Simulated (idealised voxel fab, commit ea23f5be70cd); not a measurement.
Documented hereafter: the process module known as voxel wiring stack.
Cross-section cut: width 235 nm, square cells of 5 nm.
We lay out every cross-section as a grid of square cells and spell it out in bands from the top down, where one band means one or more rows of cells.
For a band, the entry starts with two heights in nm, that of the top and then that of the bottom, and carries on with the band's materials in order from left to right, each alongside its width in nm; the word "everywhere" beside a single material means it fills the band edge to edge, and "empty" means empty space.
It should be noted that heights are counted from 0, beneath which the wafer as supplied is of one material throughout, and that the lowest band possesses no lower boundary but continues downward, as written in "0 down".
When a width is written as two numbers, as in "30 to 40", the first number is the width in the top row of cells of the band and the second is the width in its bottom row, and the width changes by the same amount from each row to the next.
What does "no change occurred" mean for a step? It means no cell of the cross-section changed in that step.
In the "Enclosed void list" entry, you get each enclosed empty space of 8 cells or more, one with no open way to the top, written width x height at distance, distance from the left edge, in nm.
Post-settings text on a step line: simulator's own remark regarding the step.
Steps that use a mask can have "overlay nm" on their line. It says how far the mask sat to the right of where it was meant to be. Negative means to the left.
Reading guide: pairs of cross-sections, before and after one process step; after view cut off at lowest changed band; step and settings listed under each pair. Pairs may stem from different runs of this module on the same starting wafer; continuity with the pair above only where the "Prior to processing" entry states it.
Prior to processing:
> 80 to 75 = TiN (90)  empty (10)  TiN (35)  empty (10)  TiN (90)
> 75 to 60 = lowk (85)  TiN (5)  empty (10)  TiN (5)  lowk (25)  TiN (5)  empty (10)  TiN (5)  lowk (85)
> 60 to 55 = lowk (85)  TiN (5)  empty (5)  TiN (10)  lowk (25)  TiN (5)  empty (5)  TiN (10)  lowk (85)
> 55 to 40 = lowk (85)  TiN (5)  empty (5)  TiN (5)  lowk (30)  TiN (5)  empty (5)  TiN (5)  lowk (90)
> 40 to 35 = SiCN (85)  TiN (15)  SiCN (30)  TiN (15)  SiCN (90)
> 35 to 20 = lowk (85)  TiN (5)  Ru (10)  TiN (5)  lowk (25)  TiN (5)  Ru (10)  TiN (5)  lowk (85)
> 20 to 15 = lowk (85)  TiN (20)  lowk (25)  TiN (20)  lowk (85)
> 15 to 0 = SiO2 everywhere
> 0 down = Si everywhere
> Enclosed void list: none
Post-Step Section View:
> 85 to 80 = Ru everywhere
> 80 to 75 = TiN (90)  Ru (10)  TiN (35)  Ru (10)  TiN (90)
> 75 to 60 = lowk (85)  TiN (5)  Ru (10)  TiN (5)  lowk (25)  TiN (5)  Ru (10)  TiN (5)  lowk (85)
> 60 to 55 = lowk (85)  TiN (5)  Ru (5)  TiN (10)  lowk (25)  TiN (5)  Ru (5)  TiN (10)  lowk (85)
> 55 to 40 = lowk (85)  TiN (5)  Ru (5)  TiN (5)  lowk (30)  TiN (5)  Ru (5)  TiN (5)  lowk (90)
> Below a height of 40, the structure has not been altered.
> Enclosed void list: none
To go from the before cross-section above to the after cross-section, apply FILL_DEP with material Ru, thk nm 5
Prior to processing: we pick up right where the pair above leaves off, with its after cross-section.
Post-Step Section View:
> 75 to 60 = lowk (85)  TiN (5)  Ru (10)  TiN (5)  lowk (25)  TiN (5)  Ru (10)  TiN (5)  lowk (85)
> Below a height of 60, the structure has not been altered.
> Enclosed void list: none
To go from the before cross-section above to the after cross-section, apply CMP with height nm 75
Prior to processing: we pick up right where the pair above leaves off, with its after cross-section.
Post-Step Section View:
> 80 to 75 = SiCN everywhere
> Below a height of 75, the structure has not been altered.
> Enclosed void list: none
To go from the before cross-section above to the after cross-section, apply CONFORMAL_DEP with material SiCN, thk nm 5
Prior to processing:
> 85 to 75 = aC (85)  empty (15)  aC (30)  empty (15)  aC (90)
> 75 to 50 = lowk (85)  empty (15)  lowk (30)  empty (15)  lowk (90)
> 50 to 40 = lowk (85)  aC (15)  lowk (30)  aC (15)  lowk (90)
> 40 to 35 = SiCN everywhere
> 35 to 15 = lowk (85)  TiN (5)  Ru (10)  TiN (5)  lowk (25)  TiN (5)  Ru (10)  TiN (5)  lowk (85)
> 15 to 10 = SiN (85)  TiN (20)  SiN (25)  TiN (20)  SiN (85)
> 10 to 0 = SiO2 everywhere
> 0 down = Si everywhere
> Enclosed void list: none
Post-Step Section View:
> 110 to 85 = empty (85)  resist (20)  empty (25)  resist (20)  empty (85)
> 85 to 75 = aC (85)  resist (15)  aC (30)  resist (15)  aC (90)
> 75 to 50 = lowk (85)  resist (15)  lowk (30)  resist (15)  lowk (90)
> Below a height of 50, the structure has not been altered.
> Enclosed void list: none
To go from the before cross-section above to the after cross-section, apply PATTERN with tone cover, mask id METAL_2, material resist, width nm 20, pitch nm 45, thk nm 25, overlay nm 0
Prior to processing: we pick up right where the pair above leaves off, with its after cross-section.
Post-Step Section View:
> 100 to 85 = empty (85)  resist (20)  empty (25)  resist (20)  empty (85)
> 85 to 75 = empty (85)  resist (15)  aC (5)  empty (25)  resist (15)  aC (5)  empty (85)
> Below a height of 75, the structure has not been altered.
> Enclosed void list: none
To go from the before cross-section above to the after cross-section, apply DIRECTIONAL_ETCH with etch materials aC, depth nm 10
Prior to processing: we pick up right where the pair above leaves off, with its after cross-section.
Post-Step Section View:
> 85 to 75 = empty (100)  aC (5)  empty (40)  aC (5)  empty (85)
> 75 to 50 = lowk (85)  empty (15)  lowk (30)  empty (15)  lowk (90)
> Below a height of 50, the structure has not been altered.
> Enclosed void list: none
To go from the before cross-section above to the after cross-section, apply STRIP with etch materials resist
Prior to processing: we pick up right where the pair above leaves off, with its after cross-section.
Post-Step Section View:
> 85 to 75 = empty (100)  aC (5)  empty (40)  aC (5)  empty (85)
> 75 to 55 = empty (100)  lowk (5)  empty (40)  lowk (5)  empty (85)
> Below a height of 55, the structure has not been altered.
> Enclosed void list: none
To go from the before cross-section above to the after cross-section, apply DIRECTIONAL_ETCH with etch materials lowk, depth nm 20
Prior to processing: we pick up right where the pair above leaves off, with its after cross-section.
Post-Step Section View:
> 75 to 55 = empty (100)  lowk (5)  empty (40)  lowk (5)  empty (85)
> 55 to 40 = lowk (85)  empty (15)  lowk (30)  empty (15)  lowk (90)
> Below a height of 40, the structure has not been altered.
> Enclosed void list: none
To go from the before cross-section above to the after cross-section, apply STRIP with etch materials aC
Prior to processing: we pick up right where the pair above leaves off, with its after cross-section.
Post-Step Section View:
> 80 to 75 = empty (95)  TiN (15)  empty (30)  TiN (15)  empty (80)
> 75 to 60 = empty (95)  TiN (5)  lowk (5)  TiN (5)  empty (30)  TiN (5)  lowk (5)  TiN (5)  empty (80)
> 60 to 55 = TiN (90)  empty (5)  TiN (5)  lowk (5)  TiN (30)  empty (5)  TiN (5)  lowk (5)  TiN (85)
> 55 to 45 = lowk (85)  TiN (5)  empty (5)  TiN (5)  lowk (30)  TiN (5)  empty (5)  TiN (5)  lowk (90)
> 45 to 40 = lowk (85)  TiN (15)  lowk (30)  TiN (15)  lowk (90)
> Below a height of 40, the structure has not been altered.
> Enclosed void list: none
To go from the before cross-section above to the after cross-section, apply CONFORMAL_DEP with material TiN, thk nm 5
Prior to processing: we pick up right where the pair above leaves off, with its after cross-section.
Post-Step Section View:
> 85 to 80 = Ru everywhere
> 80 to 75 = Ru (95)  TiN (15)  Ru (30)  TiN (15)  Ru (80)
> 75 to 60 = Ru (95)  TiN (5)  lowk (5)  TiN (5)  Ru (30)  TiN (5)  lowk (5)  TiN (5)  Ru (80)
> 60 to 55 = TiN (90)  Ru (5)  TiN (5)  lowk (5)  TiN (30)  Ru (5)  TiN (5)  lowk (5)  TiN (85)
> 55 to 45 = lowk (85)  TiN (5)  Ru (5)  TiN (5)  lowk (30)  TiN (5)  Ru (5)  TiN (5)  lowk (90)
> Below a height of 45, the structure has not been altered.
> Enclosed void list: none
To go from the before cross-section above to the after cross-section, apply FILL_DEP with material Ru, thk nm 5
Prior to processing: we pick up right where the pair above leaves off, with its after cross-section.
Post-Step Section View:
> 75 to 60 = Ru (95)  TiN (5)  lowk (5)  TiN (5)  Ru (30)  TiN (5)  lowk (5)  TiN (5)  Ru (80)
> Below a height of 60, the structure has not been altered.
> Enclosed void list: none
To go from the before cross-section above to the after cross-section, apply CMP with height nm 75
Prior to processing: we pick up right where the pair above leaves off, with its after cross-section.
Post-Step Section View:
> 80 to 75 = SiCN everywhere
> Below a height of 75, the structure has not been altered.
> Enclosed void list: none
To go from the before cross-section above to the after cross-section, apply CONFORMAL_DEP with material SiCN, thk nm 5
